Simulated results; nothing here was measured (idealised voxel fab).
A process module follows: voxel gate over fins.
cross-section cut | 240 nm wide | cells 5 nm
Cross-sections here: square-cell grids, written as top-down lists of bands, a band being one or more rows of cells. First you get the band's top height and its bottom height, in nm, and then the materials it's made of, left to right, with each width in nm. If you see a single material with "throughout", that one covers the band edge to edge. "blank" is empty space. The reference from which all heights are counted is 0, the level beneath which the as-received wafer is entirely one material; the lowest band, having no lower bound, proceeds downward and is written after the example "0..down". When a width is written as two numbers, as in "30..40", the first number is the width in the top row of cells of the band and the second is the width in its bottom row, and the width changes by the same amount from each row to the next. "no alteration" -> step changed no cross-section cell. "Completely enclosed voids" lists enclosed empty spaces (at least 8 cells, no open path upward to the top), each as width x height at distance from the left edge, in nm. Where a step's line continues beyond its settings, the continuation is a remark by the simulator itself on that step. For masked steps, "overlay nm" on the step line gives how far right of plan the mask actually lay; a minus sign means it lay to the left.
**The process steps that were planned are listed below**
1,RECEIVE | material Si
2,CONFORMAL_DEP | material SiN | thk nm 5
3,MASKED_ETCH | tone cover | mask id FINS | width nm 15 | pitch nm 40 | etch materials SiN | depth nm 5 | overlay nm 0
4,MASKED_ETCH | tone cover | mask id FINS | width nm 15 | pitch nm 40 | etch materials Si | depth nm 40 | overlay nm 0
5,OXIDIZE | depth nm 5
6,FILL_DEP | material SiO2 | thk nm 15
7,CMP | height nm 5
8,SELECTIVE_ETCH | etch materials SiO2 | depth nm 15
9,STRIP | etch materials SiN
10,CONFORMAL_DEP | material HfO2 | thk nm 5
11,CONFORMAL_DEP | material TiN | thk nm 5
12,FILL_DEP | material W | thk nm 10
13,CMP | height nm 15
14,CONFORMAL_DEP | material SiCN | thk nm 5
**Cross-section of the incoming wafer, state after step 1**
  0..down | Si throughout
  Completely enclosed voids: none
**Cross-section taken at module completion on the first of two wafers; processed per the plan**
  20..15 | SiCN throughout
  15..10 | W throughout
  10..5 | W=45, TiN=25, W=15, TiN=25, W=15, TiN=25, W=15, TiN=25, W=50
  5..0 | W=45, TiN=5, HfO2=15, TiN=5, W=15, TiN=5, HfO2=15, TiN=5, W=15, TiN=5, HfO2=15, TiN=5, W=15, TiN=5, HfO2=15, TiN=5, W=50
  0..-5 | TiN=50, HfO2=5, Si=5, HfO2=5, TiN=25, HfO2=5, Si=5, HfO2=5, TiN=25, HfO2=5, Si=5, HfO2=5, TiN=25, HfO2=5, Si=5, HfO2=5, TiN=55
  -5..-10 | HfO2=55, Si=5, HfO2=35, Si=5, HfO2=35, Si=5, HfO2=35, Si=5, HfO2=60
  -10..-45 | SiO2=55, Si=5, SiO2=35, Si=5, SiO2=35, Si=5, SiO2=35, Si=5, SiO2=60
  -45..down | Si throughout
  Completely enclosed voids: none
**End-of-module cross-section of the second wafer: identical starting point and process plan to the first, with one processing mistake**
  20..15 | SiCN throughout
  15..10 | W throughout
  10..5 | TiN=55, W=5, TiN=35, W=5, TiN=35, W=5, TiN=35, W=5, TiN=60
  5..0 | HfO2=50, TiN=15, HfO2=25, TiN=15, HfO2=25, TiN=15, HfO2=25, TiN=15, HfO2=55
  0..-5 | Si=45, HfO2=25, Si=15, HfO2=25, Si=15, HfO2=25, Si=15, HfO2=25, Si=50
  -5..down | Si throughout
  Completely enclosed voids: none
The mistake made against the process plan was this: step 3: run off-plan, actual operation and settings MASKED_ETCH | tone open | mask id FINS | width nm 15 | pitch nm 40 | etch materials SiN | depth nm 5 | overlay nm 0
Looking at both finished wafers in cells, the second ends up ahead of or behind the first on some materials: 8 fewer of HfO2; 376 more of Si; 308 fewer of SiO2; 8 fewer of TiN; 52 fewer of W
